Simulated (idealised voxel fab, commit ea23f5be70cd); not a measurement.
Process module heading - voxel ribs on slabs
Section cut is 160 nm wide and gridded with 5 nm square cells.
In this document a cross-section is written as a grid of square cells. It is given as a series of bands, listed from the top down, and a band is one or more rows of cells. First you get the band's top height and its bottom height, in nm, and then the materials it's made of, left to right, with each width in nm. If you see a single material with "throughout", that one covers the band edge to edge. "blank" is empty space. Beneath 0, the wafer as received is one material, and that level is where height counting begins. The lowest band goes on downward without a bottom; it is written like "top 0, no bottom". So if you see something like "30->40" for the width, read it as the top row of the band sitting at the first number and the bottom row at the second, with every row in between moving by the same amount as the last. Given "no change" for a step, no cell of the cross-section differs between before and after that step. Voids not open to the top, 8 cells minimum: see "Unvented internal voids". Written width x height at distance; distance is from the left edge; nm. Post-settings text on a step line: simulator's own remark regarding the step. overlay nm: on a step with a mask, how far right of its planned place the mask lay; negative means left.

These are the steps we planned for the process:
| 1 | RECEIVE with material Si |
| 2 | DIRECTIONAL_DEP with material SiO2, thk nm 20 |
| 3 | DIRECTIONAL_DEP with material polySi, thk nm 25 |
| 4 | DIRECTIONAL_DEP with material aC, thk nm 10 |
| 5 | PATTERN with tone cover, mask id RIB, material resist, width nm 30, thk nm 25, overlay nm 0 |
| 6 | DIRECTIONAL_ETCH with etch materials aC, depth nm 10 |
| 7 | STRIP with etch materials resist |
| 8 | DIRECTIONAL_ETCH with etch materials polySi, depth nm 5 |
| 9 | STRIP with etch materials aC |
| 10 | DIRECTIONAL_DEP with material aC, thk nm 15 |
| 11 | PATTERN with tone cover, mask id SLAB, material resist, width nm 80, thk nm 35, overlay nm 0 |
| 12 | DIRECTIONAL_ETCH with etch materials aC, depth nm 15 |
| 13 | STRIP with etch materials resist |
| 14 | DIRECTIONAL_ETCH with etch materials polySi, depth nm 20 |
| 15 | STRIP with etch materials aC |
| 16 | FILL_DEP with material SiO2, thk nm 20 |
| 17 | CMP with height nm 60 |
| 18 | DIRECTIONAL_DEP with material W, thk nm 10 |
| 19 | DIRECTIONAL_DEP with material aC, thk nm 15 |
| 20 | PATTERN with tone cover, mask id HEATER, material resist, width nm 40, thk nm 30, overlay nm 0 |
| 21 | DIRECTIONAL_ETCH with etch materials aC, depth nm 15 |
| 22 | STRIP with etch materials resist |
| 23 | DIRECTIONAL_ETCH with etch materials W, depth nm 10 |
| 24 | STRIP with etch materials aC |
| 25 | CONFORMAL_DEP with material SiO2, thk nm 10 |
Among the wafers covered here, the point of difference is the depth nm at step 8; their starting state is shared, and the plan presents the value of the first wafer.

As received, i.e. after step 1: cross-section through the first of several wafers:
* top 0, no bottom  Si throughout
* Unvented internal voids: none

Every row in this table is a wafer at the end of the module, and it gives, for each of the materials, the cells that wafer has gained (+) or lost (-) since it was received, then its closed voids:
depth nm 5; +386 SiO2; +16 W; +70 polySi; Unvented internal voids: none
depth nm 10; +396 SiO2; +16 W; +60 polySi; Unvented internal voids: none
depth nm 15; +406 SiO2; +16 W; +50 polySi; Unvented internal voids: none
depth nm 20; +416 SiO2; +16 W; +40 polySi; Unvented internal voids: none
